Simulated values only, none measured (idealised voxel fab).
process module | voxel gate over fins
cross-section cut | 205 nm wide | cells 5 nm
A cross-section is a grid of square cells, given in bands from the top down. A band is one or more rows of cells.
Each band's line starts with the height of the band's top and of its bottom, in nm. Then come its materials from left to right, each with its width in nm. One material with "throughout" fills the band from edge to edge. "air" is empty space.
Height 0 is the level under which the wafer as received is all one material. The lowest band goes on downwards, as in "0 down".
A width such as "30 to 40" changes by the same amount from each row of cells to the next, from the band's top row to its bottom row.
"no change" after a step means that no cell of the cross-section changed.
closed voids: empty space of 8 cells or more with no open way to the top, each as width x height at its distance from the left edge, in nm
after a step's settings: what the simulator itself notes on the step
overlay nm, on a step with a mask: how far to the right of its planned place the mask lay; to the left if negative
plan
1 op RECEIVE | material Si
2 op CONFORMAL_DEP | material SiN | thk nm 5
3 op DIRECTIONAL_DEP | material aC | thk nm 15
4 op PATTERN | tone cover | mask id FINS | material resist | width nm 15 | pitch nm 45 | thk nm 30 | overlay nm 0
5 op DIRECTIONAL_ETCH | etch materials aC | depth nm 15
6 op STRIP | etch materials resist
7 op DIRECTIONAL_ETCH | etch materials SiN | depth nm 5
8 op DIRECTIONAL_ETCH | etch materials Si | depth nm 40
9 op STRIP | etch materials aC
10 op FILL_DEP | material SiO2 | thk nm 5
11 op CMP | height nm 5
12 op SELECTIVE_ETCH | etch materials SiO2 | depth nm 20
13 op STRIP | etch materials SiN
14 op CONFORMAL_DEP | material HfO2 | thk nm 5
15 op CONFORMAL_DEP | material TiN | thk nm 5
16 op FILL_DEP | material W | thk nm 15
17 op CMP | height nm 20
18 op CONFORMAL_DEP | material SiCN | thk nm 10
as received, after step 1
  0 down: Si throughout
  closed voids: none
a wafer at the end: this start, this plan, one mistake
  30 to 20: SiCN throughout
  20 to 5: W throughout
  5 to 0: W 20 | TiN 25 | W 20 | TiN 25 | W 20 | TiN 25 | W 20 | TiN 25 | W 25
  0 to -10: W 20 | TiN 5 | Si 15 | TiN 5 | W 20 | TiN 5 | Si 15 | TiN 5 | W 20 | TiN 5 | Si 15 | TiN 5 | W 20 | TiN 5 | Si 15 | TiN 5 | W 25
  -10 to -15: TiN 25 | Si 15 | TiN 30 | Si 15 | TiN 30 | Si 15 | TiN 30 | Si 15 | TiN 30
  -15 to -40: SiO2 25 | Si 15 | SiO2 30 | Si 15 | SiO2 30 | Si 15 | SiO2 30 | Si 15 | SiO2 30
  -40 down: Si throughout
  closed voids: none
what went wrong: step 14 was left out
